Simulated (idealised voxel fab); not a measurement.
Process module name: voxel released beams
Section shown: cut. Width: 285 nm. Cell size: 5 nm, square.
Cross-section spec: square-cell grid; bands listed top down; each band is one or more rows. Quick guide to a band line: top height, bottom height (nm) up front; then every material left to right with its width in nm. Only one material and it's marked "everywhere"? Then it fills the band edge to edge. And "blank" just means empty space. The reference from which all heights are counted is 0, the level beneath which the as-received wafer is entirely one material; the lowest band, having no lower bound, proceeds downward and is written after the example "z 0 and below". So if you see something like "30..40" for the width, read it as the top row of the band sitting at the first number and the bottom row at the second, with every row in between moving by the same amount as the last. Basically "remained the same" means that step didn't change any cell in the cross-section. Each empty space that has no open way to the top and spans at least 8 cells appears under "Trapped cavities" as width x height at distance, the distance counted from the left edge, all in nm. Where a step's line continues beyond its settings, the continuation is a remark by the simulator itself on that step. overlay nm: step with mask; distance mask lay right of planned place; negative value = left of planned place.

## plan
step 1: RECEIVE: material Si
step 2: CONFORMAL_DEP: material Al2O3, thk nm 5
step 3: DIRECTIONAL_DEP: material SiO2, thk nm 20
step 4: PATTERN: tone open, mask id ANCHOR, material resist, width nm 35, thk nm 15, overlay nm 0
step 5: DIRECTIONAL_ETCH: etch materials SiO2, depth nm 20
step 6: STRIP: etch materials resist
step 7: CONFORMAL_DEP: material W, thk nm 15
step 8: MASKED_ETCH: tone cover, mask id BEAM, width nm 95, etch materials W, depth nm 15, overlay nm 0
step 9: STRIP: etch materials SiO2

## Incoming wafer, cross-sectional view, post step 1
* z 0 and below | Si everywhere
* Trapped cavities: none

## Cross-sectional image of the first of two wafers at the end of the module, the run having proceeded as planned
* z 40 to 25 | blank 90 / W 20 / blank 5 / W 70 / blank 100
* z 25 to 20 | blank 95 / W 15 / blank 5 / W 15 / blank 155
* z 20 to 5 | blank 95 / W 35 / blank 155
* z 5 to 0 | Al2O3 everywhere
* z 0 and below | Si everywhere
* Trapped cavities: none

## Second wafer of the two, sectioned at the end of the module. It began like the first and followed the same plan, but one mistake was made while running it
* z 40 to 25 | blank 90 / W 20 / blank 5 / W 70 / blank 100
* z 25 to 20 | blank 95 / W 15 / blank 5 / W 15 / blank 155
* z 20 to 5 | blank 95 / W 35 / blank 155
* z 5 to 0 | W everywhere
* z 0 and below | Si everywhere
* Trapped cavities: none
The plan and the run diverged here: step 2 ran with different settings than intended, the actual operation and settings being CONFORMAL_DEP: material W, thk nm 5
at the end the second wafer has, in cells: 57 fewer of Al2O3 | 57 more of W
